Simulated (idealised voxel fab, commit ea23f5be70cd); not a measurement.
process module | voxel plated lines
cross-section cut | 200 nm wide | cells 5 nm
A cross-section is a grid of square cells, given in bands from the top down. A band is one or more rows of cells.
Each band's line starts with the height of the band's top and of its bottom, in nm. Then come its materials from left to right, each with its width in nm. One material with "throughout" fills the band from edge to edge. "air" is empty space.
Height 0 is the level under which the wafer as received is all one material. The lowest band goes on downwards, as in "0 down".
A width such as "30 to 40" changes by the same amount from each row of cells to the next, from the band's top row to its bottom row.
"no change" after a step means that no cell of the cross-section changed.
closed voids: empty space of 8 cells or more with no open way to the top, each as width x height at its distance from the left edge, in nm
after a step's settings: what the simulator itself notes on the step
overlay nm, on a step with a mask: how far to the right of its planned place the mask lay; to the left if negative
plan
1 op RECEIVE | material Si
2 op CONFORMAL_DEP | material SiN | thk nm 5
3 op DIRECTIONAL_DEP | material TiN | thk nm 5
4 op PATTERN | tone open | mask id LINES | material resist | width nm 25 | pitch nm 45 | thk nm 35 | overlay nm 0
5 op EPI | material Ru | thk nm 5
6 op EPI | material Ru | thk nm 5
7 op EPI | material Ru | thk nm 10
8 op STRIP | etch materials resist
9 op DIRECTIONAL_ETCH | etch materials TiN | depth nm 5
10 op CONFORMAL_DEP | material SiO2 | thk nm 10
as received, after step 1
  0 down: Si throughout
  closed voids: none
first wafer at the end, as planned
  40 to 30: air 30 | SiO2 135 | air 35
  30 to 15: air 30 | SiO2 10 | Ru 25 | SiO2 20 | Ru 25 | SiO2 20 | Ru 25 | SiO2 10 | air 35
  15 to 10: SiO2 40 | Ru 25 | SiO2 20 | Ru 25 | SiO2 20 | Ru 25 | SiO2 45
  10 to 5: SiO2 40 | TiN 25 | SiO2 20 | TiN 25 | SiO2 20 | TiN 25 | SiO2 45
  5 to 0: SiN throughout
  0 down: Si throughout
  closed voids: none
second wafer at the end: like start, like plan, one mistake
  40 to 30: SiO2 50 | air 5 | SiO2 40 | air 5 | SiO2 40 | air 5 | SiO2 55
  30 to 15: Ru 40 | SiO2 10 | air 5 | SiO2 10 | Ru 20 | SiO2 10 | air 5 | SiO2 10 | Ru 20 | SiO2 10 | air 5 | SiO2 10 | Ru 45
  15 to 10: Ru 40 | SiO2 25 | Ru 20 | SiO2 25 | Ru 20 | SiO2 25 | Ru 45
  10 to 5: TiN 40 | SiO2 25 | TiN 20 | SiO2 25 | TiN 20 | SiO2 25 | TiN 45
  5 to 0: SiN throughout
  0 down: Si throughout
  closed voids: none
what went wrong: step 4 ran as: op PATTERN | tone cover | mask id LINES | material resist | width nm 25 | pitch nm 45 | thk nm 35 | overlay nm 0
at the end the second wafer has, in cells: 40 more of Ru | 10 more of TiN
